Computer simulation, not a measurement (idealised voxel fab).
Proc. module: voxel capacitor over wiring
Square cells of 5 nm make up the cross-section cut, whose width is 270 nm.
Cross-section spec: square-cell grid; bands listed top down; each band is one or more rows. Per band: top height and bottom height in nm, followed by the left-to-right materials and their widths in nm; "throughout" marks a single material spanning edge to edge, "empty" marks empty space. Height 0 is the level under which the wafer as received is all one material. The lowest band goes on downwards, as in "0 nm and below". The two numbers in a width such as "30..40" mark its ends across the band: the first belongs to the top row of cells, the second to the bottom row, and from each row to the next the width moves by the same amount. The designation "no change occurred", where it is given for a processing step, indicates that no cell of the cross-section was altered in the course of that step. In the "Sealed void inventory" entry, you get each enclosed empty space of 8 cells or more, one with no open way to the top, written width x height at distance, distance from the left edge, in nm. Where a step's line continues beyond its settings, the continuation is a remark by the simulator itself on that step. The optional step-line setting "overlay nm" applies to steps with a mask and quantifies how far to the right of its planned location the mask lay, a negative value indicating leftward placement. Quick note on how to read the rest: it's all pairs. You get the cross-section before a process step and the one after, but the after one only goes down as far as the lowest band that changed. The step in between, with its settings, sits under the pair. Heads up, the pairs can come from different runs of this module on the same starting wafer, so don't assume a pair picks up from the one above unless its "Structure before processing" entry says it does.
Structure before processing
    75 nm to 70 nm | empty 85 nm  TiN 25 nm  empty 160 nm
    70 nm to 65 nm | empty 85 nm  HfO2 25 nm  empty 160 nm
    65 nm to 60 nm | empty 80 nm  TiN 80 nm  empty 110 nm
    60 nm to 55 nm | empty 80 nm  TiN 30 nm  HfO2 50 nm  empty 110 nm
    55 nm to 45 nm | empty 75 nm  Ru 35 nm  TiN 55 nm  empty 105 nm
    45 nm to 35 nm | SiO2 85 nm  Ru 15 nm  SiO2 170 nm
    35 nm to 30 nm | SiCN 85 nm  Ru 15 nm  SiCN 170 nm
    30 nm to 15 nm | lowk 70 nm  SiCN 5 nm  W 25 nm  SiCN 5 nm  lowk 60 nm  SiCN 5 nm  W 25 nm  SiCN 5 nm  lowk 70 nm
    15 nm to 10 nm | SiCN 75 nm  TiN 25 nm  SiCN 70 nm  TiN 25 nm  SiCN 75 nm
    10 nm to 0 nm | SiO2 throughout
    0 nm and below | Si throughout
    Sealed void inventory: none
Step Outcome
    95 nm to 75 nm | SiO2 throughout
    75 nm to 70 nm | SiO2 85 nm  TiN 25 nm  SiO2 160 nm
    70 nm to 65 nm | SiO2 85 nm  HfO2 25 nm  SiO2 160 nm
    65 nm to 60 nm | SiO2 80 nm  TiN 80 nm  SiO2 110 nm
    60 nm to 55 nm | SiO2 80 nm  TiN 30 nm  HfO2 50 nm  SiO2 110 nm
    55 nm to 45 nm | SiO2 75 nm  Ru 35 nm  TiN 55 nm  SiO2 105 nm
    Below 45 it's all the same as before, nothing changed down there.
    Sealed void inventory: none
The structure shown above changes from one cross-section to the other through op FILL_DEP | material SiO2 | thk nm 20
Structure before processing: identical to the post-step cross-section of the immediately preceding pair.
Step Outcome
    80 nm to 75 nm | SiO2 throughout
    Below 75 it's all the same as before, nothing changed down there.
    Sealed void inventory: none
The structure shown above changes from one cross-section to the other through op CMP | height nm 80
Structure before processing: identical to the post-step cross-section of the immediately preceding pair.
Step Outcome
    100 nm to 80 nm | resist 95 nm  empty 15 nm  resist 160 nm
    Below 80 it's all the same as before, nothing changed down there.
    Sealed void inventory: none
The structure shown above changes from one cross-section to the other through op PATTERN | tone open | mask id PLUG_2 | material resist | width nm 15 | thk nm 20 | overlay nm 0
Structure before processing: identical to the post-step cross-section of the immediately preceding pair.
Step Outcome
    100 nm to 80 nm | resist 95 nm  empty 15 nm  resist 160 nm
    80 nm to 75 nm | SiO2 95 nm  empty 15 nm  SiO2 160 nm
    Below 75 it's all the same as before, nothing changed down there.
    Sealed void inventory: none
The structure shown above changes from one cross-section to the other through op DIRECTIONAL_ETCH | etch materials SiO2 | depth nm 15
Structure before processing: identical to the post-step cross-section of the immediately preceding pair.
Step Outcome
    80 nm to 75 nm | SiO2 95 nm  empty 15 nm  SiO2 160 nm
    Below 75 it's all the same as before, nothing changed down there.
    Sealed void inventory: none
The structure shown above changes from one cross-section to the other through op STRIP | etch materials resist
Structure before processing: identical to the post-step cross-section of the immediately preceding pair.
Step Outcome
    85 nm to 80 nm | TiN 100 nm  empty 5 nm  TiN 165 nm
    80 nm to 70 nm | SiO2 95..85 nm  TiN 15..25 nm  SiO2 160 nm
    Below 70 it's all the same as before, nothing changed down there.
    Sealed void inventory: none
The structure shown above changes from one cross-section to the other through op CONFORMAL_DEP | material TiN | thk nm 5
Structure before processing: identical to the post-step cross-section of the immediately preceding pair.
Step Outcome
    95 nm to 85 nm | W throughout
    85 nm to 80 nm | TiN 100 nm  W 5 nm  TiN 165 nm
    Below 80 it's all the same as before, nothing changed down there.
    Sealed void inventory: none
The structure shown above changes from one cross-section to the other through op FILL_DEP | material W | thk nm 10
Structure before processing: identical to the post-step cross-section of the immediately preceding pair.
Step Outcome
    80 nm to 70 nm | SiO2 95..85 nm  TiN 15..25 nm  SiO2 160 nm
    Below 70 it's all the same as before, nothing changed down there.
    Sealed void inventory: none
The structure shown above changes from one cross-section to the other through op CMP | height nm 80
Structure before processing: identical to the post-step cross-section of the immediately preceding pair.
Step Outcome
    85 nm to 80 nm | SiN throughout
    Below 80 it's all the same as before, nothing changed down there.
    Sealed void inventory: none
The structure shown above changes from one cross-section to the other through op CONFORMAL_DEP | material SiN | thk nm 5
Structure before processing
    60 nm to 45 nm | TiN throughout
    45 nm to 35 nm | SiO2 85 nm  Ru 15 nm  SiO2 170 nm
    35 nm to 30 nm | SiCN 85 nm  Ru 15 nm  SiCN 170 nm
    30 nm to 15 nm | lowk 70 nm  SiCN 5 nm  W 25 nm  SiCN 5 nm  lowk 60 nm  SiCN 5 nm  W 25 nm  SiCN 5 nm  lowk 70 nm
    15 nm to 10 nm | SiCN 75 nm  TiN 25 nm  SiCN 70 nm  TiN 25 nm  SiCN 75 nm
    10 nm to 0 nm | SiO2 throughout
    0 nm and below | Si throughout
    Sealed void inventory: none
Step Outcome
    65 nm to 60 nm | HfO2 throughout
    Below 60 it's all the same as before, nothing changed down there.
    Sealed void inventory: none
The structure shown above changes from one cross-section to the other through op DIRECTIONAL_DEP | material HfO2 | thk nm 5
Structure before processing: identical to the post-step cross-section of the immediately preceding pair.
Step Outcome
    65 nm to 60 nm | empty 85 nm  HfO2 75 nm  empty 110 nm
    Below 60 it's all the same as before, nothing changed down there.
    Sealed void inventory: none
The structure shown above changes from one cross-section to the other through op MASKED_ETCH | tone cover | mask id UPPER_PLATE | width nm 75 | etch materials HfO2 | depth nm 5 | overlay nm 0
Structure before processing: identical to the post-step cross-section of the immediately preceding pair.
Step Outcome
    75 nm to 70 nm | empty 85 nm  aC 75 nm  empty 110 nm
    70 nm to 65 nm | aC throughout
    65 nm to 60 nm | aC 85 nm  HfO2 75 nm  aC 110 nm
    Below 60 it's all the same as before, nothing changed down there.
    Sealed void inventory: none
The structure shown above changes from one cross-section to the other through op DIRECTIONAL_DEP | material aC | thk nm 10
Structure before processing: identical to the post-step cross-section of the immediately preceding pair.
Step Outcome
    100 nm to 75 nm | empty 80 nm  resist 85 nm  empty 105 nm
    75 nm to 70 nm | empty 80 nm  resist 5 nm  aC 75 nm  resist 5 nm  empty 105 nm
    Below 70 it's all the same as before, nothing changed down there.
    Sealed void inventory: none
The structure shown above changes from one cross-section to the other through op PATTERN | tone cover | mask id LOWER_PLATE | material resist | width nm 85 | thk nm 25 | overlay nm 0
Structure before processing: identical to the post-step cross-section of the immediately preceding pair.
Step Outcome
    90 nm to 75 nm | empty 80 nm  resist 85 nm  empty 105 nm
    75 nm to 70 nm | empty 80 nm  resist 5 nm  aC 75 nm  resist 5 nm  empty 105 nm
    70 nm to 65 nm | empty 80 nm  aC 85 nm  empty 105 nm
    65 nm to 60 nm | empty 80 nm  aC 5 nm  HfO2 75 nm  aC 5 nm  empty 105 nm
    Below 60 it's all the same as before, nothing changed down there.
    Sealed void inventory: none
The structure shown above changes from one cross-section to the other through op DIRECTIONAL_ETCH | etch materials aC | depth nm 10
Structure before processing: identical to the post-step cross-section of the immediately preceding pair.
Step Outcome
    75 nm to 65 nm | empty 85..80 nm  aC 75..85 nm  empty 110..105 nm
    Below 65 it's all the same as before, nothing changed down there.
    Sealed void inventory: none
The structure shown above changes from one cross-section to the other through op STRIP | etch materials resist
Structure before processing: identical to the post-step cross-section of the immediately preceding pair.
Step Outcome
    75 nm to 65 nm | empty 85..80 nm  aC 75..85 nm  empty 110..105 nm
    65 nm to 60 nm | empty 80 nm  aC 5 nm  HfO2 75 nm  aC 5 nm  empty 105 nm
    60 nm to 50 nm | empty 80 nm  TiN 85 nm  empty 105 nm
    Below 50 it's all the same as before, nothing changed down there.
    Sealed void inventory: none
The structure shown above changes from one cross-section to the other through op DIRECTIONAL_ETCH | etch materials TiN | depth nm 10
Structure before processing: identical to the post-step cross-section of the immediately preceding pair.
Step Outcome
    65 nm to 60 nm | empty 85 nm  HfO2 75 nm  empty 110 nm
    Below 60 it's all the same as before, nothing changed down there.
    Sealed void inventory: none
The structure shown above changes from one cross-section to the other through op STRIP | etch materials aC
Structure before processing: identical to the post-step cross-section of the immediately preceding pair.
Step Outcome
    85 nm to 65 nm | SiO2 throughout
    65 nm to 60 nm | SiO2 85 nm  HfO2 75 nm  SiO2 110 nm
    60 nm to 50 nm | SiO2 80 nm  TiN 85 nm  SiO2 105 nm
    Below 50 it's all the same as before, nothing changed down there.
    Sealed void inventory: none
The structure shown above changes from one cross-section to the other through op FILL_DEP | material SiO2 | thk nm 20
Structure before processing: identical to the post-step cross-section of the immediately preceding pair.
Step Outcome
    80 nm to 65 nm | SiO2 throughout
    Below 65 it's all the same as before, nothing changed down there.
    Sealed void inventory: none
The structure shown above changes from one cross-section to the other through op CMP | height nm 80
Structure before processing: identical to the post-step cross-section of the immediately preceding pair.
Step Outcome
    100 nm to 80 nm | resist 95 nm  empty 15 nm  resist 160 nm
    Below 80 it's all the same as before, nothing changed down there.
    Sealed void inventory: none
The structure shown above changes from one cross-section to the other through op PATTERN | tone open | mask id PLUG_2 | material resist | width nm 15 | thk nm 20 | overlay nm 0
Structure before processing: identical to the post-step cross-section of the immediately preceding pair.
Step Outcome
    100 nm to 80 nm | resist 95 nm  empty 15 nm  resist 160 nm
    80 nm to 65 nm | SiO2 95 nm  empty 15 nm  SiO2 160 nm
    Below 65 it's all the same as before, nothing changed down there.
    Sealed void inventory: none
The structure shown above changes from one cross-section to the other through op DIRECTIONAL_ETCH | etch materials SiO2 | depth nm 15
Structure before processing: identical to the post-step cross-section of the immediately preceding pair.
Step Outcome
    80 nm to 65 nm | SiO2 95 nm  empty 15 nm  SiO2 160 nm
    Below 65 it's all the same as before, nothing changed down there.
    Sealed void inventory: none
The structure shown above changes from one cross-section to the other through op STRIP | etch materials resist
Structure before processing: identical to the post-step cross-section of the immediately preceding pair.
Step Outcome
    85 nm to 80 nm | TiN 100 nm  empty 5 nm  TiN 165 nm
    80 nm to 70 nm | SiO2 95 nm  TiN 5 nm  empty 5 nm  TiN 5 nm  SiO2 160 nm
    70 nm to 65 nm | SiO2 95 nm  TiN 15 nm  SiO2 160 nm
    Below 65 it's all the same as before, nothing changed down there.
    Sealed void inventory: none
The structure shown above changes from one cross-section to the other through op CONFORMAL_DEP | material TiN | thk nm 5
Structure before processing: identical to the post-step cross-section of the immediately preceding pair.
Step Outcome
    95 nm to 85 nm | W throughout
    85 nm to 80 nm | TiN 100 nm  W 5 nm  TiN 165 nm
    80 nm to 70 nm | SiO2 95 nm  TiN 5 nm  W 5 nm  TiN 5 nm  SiO2 160 nm
    Below 70 it's all the same as before, nothing changed down there.
    Sealed void inventory: none
The structure shown above changes from one cross-section to the other through op FILL_DEP | material W | thk nm 10
Structure before processing: identical to the post-step cross-section of the immediately preceding pair.
Step Outcome
    80 nm to 70 nm | SiO2 95 nm  TiN 5 nm  W 5 nm  TiN 5 nm  SiO2 160 nm
    Below 70 it's all the same as before, nothing changed down there.
    Sealed void inventory: none
The structure shown above changes from one cross-section to the other through op CMP | height nm 80
Structure before processing: identical to the post-step cross-section of the immediately preceding pair.
Step Outcome
    85 nm to 80 nm | SiN throughout
    Below 80 it's all the same as before, nothing changed down there.
    Sealed void inventory: none
The structure shown above changes from one cross-section to the other through op CONFORMAL_DEP | material SiN | thk nm 5
Structure before processing
    45 nm to 35 nm | lowk throughout
    35 nm to 30 nm | lowk 70 nm  SiCN 35 nm  lowk 60 nm  SiCN 35 nm  lowk 70 nm
    30 nm to 15 nm | lowk 70 nm  SiCN 5 nm  W 25 nm  SiCN 5 nm  lowk 60 nm  SiCN 5 nm  W 25 nm  SiCN 5 nm  lowk 70 nm
    15 nm to 10 nm | SiCN 75 nm  TiN 25 nm  SiCN 70 nm  TiN 25 nm  SiCN 75 nm
    10 nm to 0 nm | SiO2 throughout
    0 nm and below | Si throughout
    Sealed void inventory: none
Step Outcome
    25 nm to 15 nm | lowk 70 nm  SiCN 5 nm  W 25 nm  SiCN 5 nm  lowk 60 nm  SiCN 5 nm  W 25 nm  SiCN 5 nm  lowk 70 nm
    Below 15 it's all the same as before, nothing changed down there.
    Sealed void inventory: none
The structure shown above changes from one cross-section to the other through op CMP | height nm 25
Structure before processing: identical to the post-step cross-section of the immediately preceding pair.
Step Outcome
    30 nm to 25 nm | SiCN throughout
    Below 25 it's all the same as before, nothing changed down there.
    Sealed void inventory: none
The structure shown above changes from one cross-section to the other through op CONFORMAL_DEP | material SiCN | thk nm 5
Structure before processing: identical to the post-step cross-section of the immediately preceding pair.
Step Outcome
    40 nm to 30 nm | SiO2 throughout
    Below 30 it's all the same as before, nothing changed down there.
    Sealed void inventory: none
The structure shown above changes from one cross-section to the other through op DIRECTIONAL_DEP | material SiO2 | thk nm 10
Structure before processing: identical to the post-step cross-section of the immediately preceding pair.
Step Outcome
    55 nm to 40 nm | aC throughout
    Below 40 it's all the same as before, nothing changed down there.
    Sealed void inventory: none
The structure shown above changes from one cross-section to the other through op DIRECTIONAL_DEP | material aC | thk nm 15
Structure before processing: identical to the post-step cross-section of the immediately preceding pair.
Step Outcome
    85 nm to 55 nm | resist 85 nm  empty 15 nm  resist 170 nm
    Below 55 it's all the same as before, nothing changed down there.
    Sealed void inventory: none
The structure shown above changes from one cross-section to the other through op PATTERN | tone open | mask id PLUG_1 | material resist | width nm 15 | thk nm 30 | overlay nm 0
Structure before processing: identical to the post-step cross-section of the immediately preceding pair.
Step Outcome
    70 nm to 55 nm | resist 85 nm  empty 15 nm  resist 170 nm
    55 nm to 40 nm | aC 85 nm  empty 15 nm  aC 170 nm
    Below 40 it's all the same as before, nothing changed down there.
    Sealed void inventory: none
The structure shown above changes from one cross-section to the other through op DIRECTIONAL_ETCH | etch materials aC | depth nm 15
Structure before processing: identical to the post-step cross-section of the immediately preceding pair.
Step Outcome
    55 nm to 40 nm | aC 85 nm  empty 15 nm  aC 170 nm
    Below 40 it's all the same as before, nothing changed down there.
    Sealed void inventory: none
The structure shown above changes from one cross-section to the other through op STRIP | etch materials resist
Structure before processing: identical to the post-step cross-section of the immediately preceding pair.
Step Outcome
    55 nm to 40 nm | aC 85 nm  empty 15 nm  aC 170 nm
    40 nm to 30 nm | SiO2 85 nm  empty 15 nm  SiO2 170 nm
    Below 30 it's all the same as before, nothing changed down there.
    Sealed void inventory: none
The structure shown above changes from one cross-section to the other through op DIRECTIONAL_ETCH | etch materials SiO2 | depth nm 10
Structure before processing: identical to the post-step cross-section of the immediately preceding pair.
Step Outcome
    55 nm to 40 nm | aC 85 nm  empty 15 nm  aC 170 nm
    40 nm to 30 nm | SiO2 85 nm  empty 15 nm  SiO2 170 nm
    30 nm to 25 nm | SiCN 85 nm  empty 15 nm  SiCN 170 nm
    Below 25 it's all the same as before, nothing changed down there.
    Sealed void inventory: none
The structure shown above changes from one cross-section to the other through op DIRECTIONAL_ETCH | etch materials SiCN | depth nm 5
Structure before processing: identical to the post-step cross-section of the immediately preceding pair.
Step Outcome
    40 nm to 30 nm | SiO2 85 nm  empty 15 nm  SiO2 170 nm
    Below 30 it's all the same as before, nothing changed down there.
    Sealed void inventory: none
The structure shown above changes from one cross-section to the other through op STRIP | etch materials aC
Structure before processing: identical to the post-step cross-section of the immediately preceding pair.
Step Outcome
    40 nm to 35 nm | SiO2 85 nm  empty 15 nm  SiO2 170 nm
    35 nm to 30 nm | SiO2 85 nm  Ru 15 nm  SiO2 170 nm
    30 nm to 25 nm | SiCN 85 nm  Ru 15 nm  SiCN 170 nm
    Below 25 it's all the same as before, nothing changed down there.
    Sealed void inventory: none
The structure shown above changes from one cross-section to the other through op EPI | material Ru | thk nm 10
Structure before processing: identical to the post-step cross-section of the immediately preceding pair.
Step Outcome
    40 nm to 30 nm | SiO2 85 nm  Ru 15 nm  SiO2 170 nm
    Below 30 it's all the same as before, nothing changed down there.
    Sealed void inventory: none
The structure shown above changes from one cross-section to the other through op EPI | material Ru | thk nm 5
Structure before processing: identical to the post-step cross-section of the immediately preceding pair.
Step Outcome
    50 nm to 40 nm | TiN throughout
    Below 40 it's all the same as before, nothing changed down there.
    Sealed void inventory: none
The structure shown above changes from one cross-section to the other through op DIRECTIONAL_DEP | material TiN | thk nm 10
Structure before processing: identical to the post-step cross-section of the immediately preceding pair.
Step Outcome
    55 nm to 50 nm | HfO2 throughout
    Below 50 it's all the same as before, nothing changed down there.
    Sealed void inventory: none
The structure shown above changes from one cross-section to the other through op DIRECTIONAL_DEP | material HfO2 | thk nm 5
Structure before processing: identical to the post-step cross-section of the immediately preceding pair.
Step Outcome
    60 nm to 55 nm | TiN throughout
    Below 55 it's all the same as before, nothing changed down there.
    Sealed void inventory: none
The structure shown above changes from one cross-section to the other through op DIRECTIONAL_DEP | material TiN | thk nm 5
Structure before processing: identical to the post-step cross-section of the immediately preceding pair.
Step Outcome
    60 nm to 55 nm | empty 85 nm  TiN 75 nm  empty 110 nm
    Below 55 it's all the same as before, nothing changed down there.
    Sealed void inventory: none
The structure shown above changes from one cross-section to the other through op MASKED_ETCH | tone cover | mask id UPPER_PLATE | width nm 75 | etch materials TiN | depth nm 5 | overlay nm 0
Structure before processing: identical to the post-step cross-section of the immediately preceding pair.
Step Outcome
    60 nm to 55 nm | empty 85 nm  TiN 75 nm  empty 110 nm
    55 nm to 50 nm | empty 85 nm  HfO2 75 nm  empty 110 nm
    Below 50 it's all the same as before, nothing changed down there.
    Sealed void inventory: none
The structure shown above changes from one cross-section to the other through op MASKED_ETCH | tone cover | mask id UPPER_PLATE | width nm 75 | etch materials HfO2 | depth nm 5 | overlay nm 0
Structure before processing: identical to the post-step cross-section of the immediately preceding pair.
Step Outcome
    70 nm to 60 nm | empty 85 nm  aC 75 nm  empty 110 nm
    60 nm to 55 nm | aC 85 nm  TiN 75 nm  aC 110 nm
    55 nm to 50 nm | aC 85 nm  HfO2 75 nm  aC 110 nm
    Below 50 it's all the same as before, nothing changed down there.
    Sealed void inventory: none
The structure shown above changes from one cross-section to the other through op DIRECTIONAL_DEP | material aC | thk nm 10
Structure before processing: identical to the post-step cross-section of the immediately preceding pair.
Step Outcome
    95 nm to 70 nm | empty 80 nm  resist 85 nm  empty 105 nm
    70 nm to 60 nm | empty 80 nm  resist 5 nm  aC 75 nm  resist 5 nm  empty 105 nm
    Below 60 it's all the same as before, nothing changed down there.
    Sealed void inventory: none
The structure shown above changes from one cross-section to the other through op PATTERN | tone cover | mask id LOWER_PLATE | material resist | width nm 85 | thk nm 25 | overlay nm 0
Structure before processing: identical to the post-step cross-section of the immediately preceding pair.
Step Outcome
    85 nm to 70 nm | empty 80 nm  resist 85 nm  empty 105 nm
    70 nm to 60 nm | empty 80 nm  resist 5 nm  aC 75 nm  resist 5 nm  empty 105 nm
    60 nm to 55 nm | empty 80 nm  aC 5 nm  TiN 75 nm  aC 5 nm  empty 105 nm
    55 nm to 50 nm | empty 80 nm  aC 5 nm  HfO2 75 nm  aC 5 nm  empty 105 nm
    Below 50 it's all the same as before, nothing changed down there.
    Sealed void inventory: none
The structure shown above changes from one cross-section to the other through op DIRECTIONAL_ETCH | etch materials aC | depth nm 10
Structure before processing: identical to the post-step cross-section of the immediately preceding pair.
Step Outcome
    70 nm to 60 nm | empty 85 nm  aC 75 nm  empty 110 nm
    Below 60 it's all the same as before, nothing changed down there.
    Sealed void inventory: none
The structure shown above changes from one cross-section to the other through op STRIP | etch materials resist
Structure before processing: identical to the post-step cross-section of the immediately preceding pair.
Step Outcome
    70 nm to 60 nm | empty 85 nm  aC 75 nm  empty 110 nm
    60 nm to 55 nm | empty 80 nm  aC 5 nm  TiN 75 nm  aC 5 nm  empty 105 nm
    55 nm to 50 nm | empty 80 nm  aC 5 nm  HfO2 75 nm  aC 5 nm  empty 105 nm
    50 nm to 40 nm | empty 80 nm  TiN 85 nm  empty 105 nm
    Below 40 it's all the same as before, nothing changed down there.
    Sealed void inventory: none
The structure shown above changes from one cross-section to the other through op DIRECTIONAL_ETCH | etch materials TiN | depth nm 10
Structure before processing: identical to the post-step cross-section of the immediately preceding pair.
Step Outcome
    60 nm to 55 nm | empty 85 nm  TiN 75 nm  empty 110 nm
    55 nm to 50 nm | empty 85 nm  HfO2 75 nm  empty 110 nm
    Below 50 it's all the same as before, nothing changed down there.
    Sealed void inventory: none
The structure shown above changes from one cross-section to the other through op STRIP | etch materials aC
Structure before processing: identical to the post-step cross-section of the immediately preceding pair.
Step Outcome
    80 nm to 60 nm | SiO2 throughout
    60 nm to 55 nm | SiO2 85 nm  TiN 75 nm  SiO2 110 nm
    55 nm to 50 nm | SiO2 85 nm  HfO2 75 nm  SiO2 110 nm
    50 nm to 40 nm | SiO2 80 nm  TiN 85 nm  SiO2 105 nm
    Below 40 it's all the same as before, nothing changed down there.
    Sealed void inventory: none
The structure shown above changes from one cross-section to the other through op FILL_DEP | material SiO2 | thk nm 20
Structure before processing: identical to the post-step cross-section of the immediately preceding pair.
Step Outcome
    100 nm to 80 nm | resist 95 nm  empty 15 nm  resist 160 nm
    Below 80 it's all the same as before, nothing changed down there.
    Sealed void inventory: none
The structure shown above changes from one cross-section to the other through op PATTERN | tone open | mask id PLUG_2 | material resist | width nm 15 | thk nm 20 | overlay nm 0
Structure before processing: identical to the post-step cross-section of the immediately preceding pair.
Step Outcome
    100 nm to 80 nm | resist 95 nm  empty 15 nm  resist 160 nm
    80 nm to 65 nm | SiO2 95 nm  empty 15 nm  SiO2 160 nm
    Below 65 it's all the same as before, nothing changed down there.
    Sealed void inventory: none
The structure shown above changes from one cross-section to the other through op DIRECTIONAL_ETCH | etch materials SiO2 | depth nm 15
Structure before processing: identical to the post-step cross-section of the immediately preceding pair.
Step Outcome
    80 nm to 65 nm | SiO2 95 nm  empty 15 nm  SiO2 160 nm
    Below 65 it's all the same as before, nothing changed down there.
    Sealed void inventory: none
The structure shown above changes from one cross-section to the other through op STRIP | etch materials resist
Structure before processing: identical to the post-step cross-section of the immediately preceding pair.
Step Outcome
    85 nm to 80 nm | TiN 100 nm  empty 5 nm  TiN 165 nm
    80 nm to 70 nm | SiO2 95 nm  TiN 5 nm  empty 5 nm  TiN 5 nm  SiO2 160 nm
    70 nm to 65 nm | SiO2 95 nm  TiN 15 nm  SiO2 160 nm
    Below 65 it's all the same as before, nothing changed down there.
    Sealed void inventory: none
The structure shown above changes from one cross-section to the other through op CONFORMAL_DEP | material TiN | thk nm 5
Structure before processing: identical to the post-step cross-section of the immediately preceding pair.
Step Outcome
    95 nm to 85 nm | W throughout
    85 nm to 80 nm | TiN 100 nm  W 5 nm  TiN 165 nm
    80 nm to 70 nm | SiO2 95 nm  TiN 5 nm  W 5 nm  TiN 5 nm  SiO2 160 nm
    Below 70 it's all the same as before, nothing changed down there.
    Sealed void inventory: none
The structure shown above changes from one cross-section to the other through op FILL_DEP | material W | thk nm 10
Structure before processing: identical to the post-step cross-section of the immediately preceding pair.
Step Outcome
    80 nm to 70 nm | SiO2 95 nm  TiN 5 nm  W 5 nm  TiN 5 nm  SiO2 160 nm
    Below 70 it's all the same as before, nothing changed down there.
    Sealed void inventory: none
The structure shown above changes from one cross-section to the other through op CMP | height nm 80
Structure before processing: identical to the post-step cross-section of the immediately preceding pair.
Step Outcome
    85 nm to 80 nm | SiN throughout
    Below 80 it's all the same as before, nothing changed down there.
    Sealed void inventory: none
The structure shown above changes from one cross-section to the other through op CONFORMAL_DEP | material SiN | thk nm 5
Structure before processing
    65 nm to 60 nm | TiN throughout
    60 nm to 55 nm | HfO2 throughout
    55 nm to 45 nm | TiN throughout
    45 nm to 35 nm | SiO2 85 nm  Ru 15 nm  SiO2 170 nm
    35 nm to 30 nm | SiCN 85 nm  Ru 15 nm  SiCN 170 nm
    30 nm to 15 nm | lowk 70 nm  SiCN 5 nm  W 25 nm  SiCN 5 nm  lowk 60 nm  SiCN 5 nm  W 25 nm  SiCN 5 nm  lowk 70 nm
    15 nm to 10 nm | SiCN 75 nm  TiN 25 nm  SiCN 70 nm  TiN 25 nm  SiCN 75 nm
    10 nm to 0 nm | SiO2 throughout
    0 nm and below | Si throughout
    Sealed void inventory: none
Step Outcome
    65 nm to 60 nm | empty 90 nm  TiN 65 nm  empty 115 nm
    Below 60 it's all the same as before, nothing changed down there.
    Sealed void inventory: none
The structure shown above changes from one cross-section to the other through op MASKED_ETCH | tone cover | mask id UPPER_PLATE | width nm 65 | etch materials TiN | depth nm 5 | overlay nm 0
Structure before processing: identical to the post-step cross-section of the immediately preceding pair.
Step Outcome
    65 nm to 60 nm | empty 90 nm  TiN 65 nm  empty 115 nm
    60 nm to 55 nm | empty 85 nm  HfO2 75 nm  empty 110 nm
    Below 55 it's all the same as before, nothing changed down there.
    Sealed void inventory: none
The structure shown above changes from one cross-section to the other through op MASKED_ETCH | tone cover | mask id UPPER_PLATE | width nm 75 | etch materials HfO2 | depth nm 5 | overlay nm 0
Structure before processing: identical to the post-step cross-section of the immediately preceding pair.
Step Outcome
    75 nm to 65 nm | empty 90..85 nm  aC 65..75 nm  empty 115..110 nm
    65 nm to 60 nm | aC 90 nm  TiN 65 nm  aC 115 nm
    60 nm to 55 nm | aC 85 nm  HfO2 75 nm  aC 110 nm
    Below 55 it's all the same as before, nothing changed down there.
    Sealed void inventory: none
The structure shown above changes from one cross-section to the other through op DIRECTIONAL_DEP | material aC | thk nm 10
Structure before processing: identical to the post-step cross-section of the immediately preceding pair.
Step Outcome
    100 nm to 75 nm | empty 80 nm  resist 85 nm  empty 105 nm
    75 nm to 65 nm | empty 80 nm  resist 10..5 nm  aC 65..75 nm  resist 10..5 nm  empty 105 nm
    Below 65 it's all the same as before, nothing changed down there.
    Sealed void inventory: none
The structure shown above changes from one cross-section to the other through op PATTERN | tone cover | mask id LOWER_PLATE | material resist | width nm 85 | thk nm 25 | overlay nm 0
Structure before processing: identical to the post-step cross-section of the immediately preceding pair.
Step Outcome
    90 nm to 75 nm | empty 80 nm  resist 85 nm  empty 105 nm
    75 nm to 65 nm | empty 80 nm  resist 10..5 nm  aC 65..75 nm  resist 10..5 nm  empty 105 nm
    65 nm to 60 nm | empty 80 nm  aC 10 nm  TiN 65 nm  aC 10 nm  empty 105 nm
    60 nm to 55 nm | empty 80 nm  aC 5 nm  HfO2 75 nm  aC 5 nm  empty 105 nm
    Below 55 it's all the same as before, nothing changed down there.
    Sealed void inventory: none
The structure shown above changes from one cross-section to the other through op DIRECTIONAL_ETCH | etch materials aC | depth nm 10
Structure before processing: identical to the post-step cross-section of the immediately preceding pair.
Step Outcome
    75 nm to 65 nm | empty 90..85 nm  aC 65..75 nm  empty 115..110 nm
    Below 65 it's all the same as before, nothing changed down there.
    Sealed void inventory: none
The structure shown above changes from one cross-section to the other through op STRIP | etch materials resist
Structure before processing: identical to the post-step cross-section of the immediately preceding pair.
Step Outcome
    75 nm to 65 nm | empty 90..85 nm  aC 65..75 nm  empty 115..110 nm
    65 nm to 60 nm | empty 80 nm  aC 10 nm  TiN 65 nm  aC 10 nm  empty 105 nm
    60 nm to 55 nm | empty 80 nm  aC 5 nm  HfO2 75 nm  aC 5 nm  empty 105 nm
    55 nm to 45 nm | empty 80 nm  TiN 85 nm  empty 105 nm
    Below 45 it's all the same as before, nothing changed down there.
    Sealed void inventory: none
The structure shown above changes from one cross-section to the other through op DIRECTIONAL_ETCH | etch materials TiN | depth nm 10
Structure before processing: identical to the post-step cross-section of the immediately preceding pair.
Step Outcome
    65 nm to 60 nm | empty 90 nm  TiN 65 nm  empty 115 nm
    60 nm to 55 nm | empty 85 nm  HfO2 75 nm  empty 110 nm
    Below 55 it's all the same as before, nothing changed down there.
    Sealed void inventory: none
The structure shown above changes from one cross-section to the other through op STRIP | etch materials aC
Structure before processing: identical to the post-step cross-section of the immediately preceding pair.
Step Outcome
    85 nm to 65 nm | SiO2 throughout
    65 nm to 60 nm | SiO2 90 nm  TiN 65 nm  SiO2 115 nm
    60 nm to 55 nm | SiO2 85 nm  HfO2 75 nm  SiO2 110 nm
    55 nm to 45 nm | SiO2 80 nm  TiN 85 nm  SiO2 105 nm
    Below 45 it's all the same as before, nothing changed down there.
    Sealed void inventory: none
The structure shown above changes from one cross-section to the other through op FILL_DEP | material SiO2 | thk nm 20
Structure before processing: identical to the post-step cross-section of the immediately preceding pair.
Step Outcome
    80 nm to 65 nm | SiO2 throughout
    Below 65 it's all the same as before, nothing changed down there.
    Sealed void inventory: none
The structure shown above changes from one cross-section to the other through op CMP | height nm 80
Structure before processing: identical to the post-step cross-section of the immediately preceding pair.
Step Outcome
    100 nm to 80 nm | resist 95 nm  empty 15 nm  resist 160 nm
    Below 80 it's all the same as before, nothing changed down there.
    Sealed void inventory: none
The structure shown above changes from one cross-section to the other through op PATTERN | tone open | mask id PLUG_2 | material resist | width nm 15 | thk nm 20 | overlay nm 0
Structure before processing: identical to the post-step cross-section of the immediately preceding pair.
Step Outcome
    100 nm to 80 nm | resist 95 nm  empty 15 nm  resist 160 nm
    80 nm to 65 nm | SiO2 95 nm  empty 15 nm  SiO2 160 nm
    Below 65 it's all the same as before, nothing changed down there.
    Sealed void inventory: none
The structure shown above changes from one cross-section to the other through op DIRECTIONAL_ETCH | etch materials SiO2 | depth nm 15
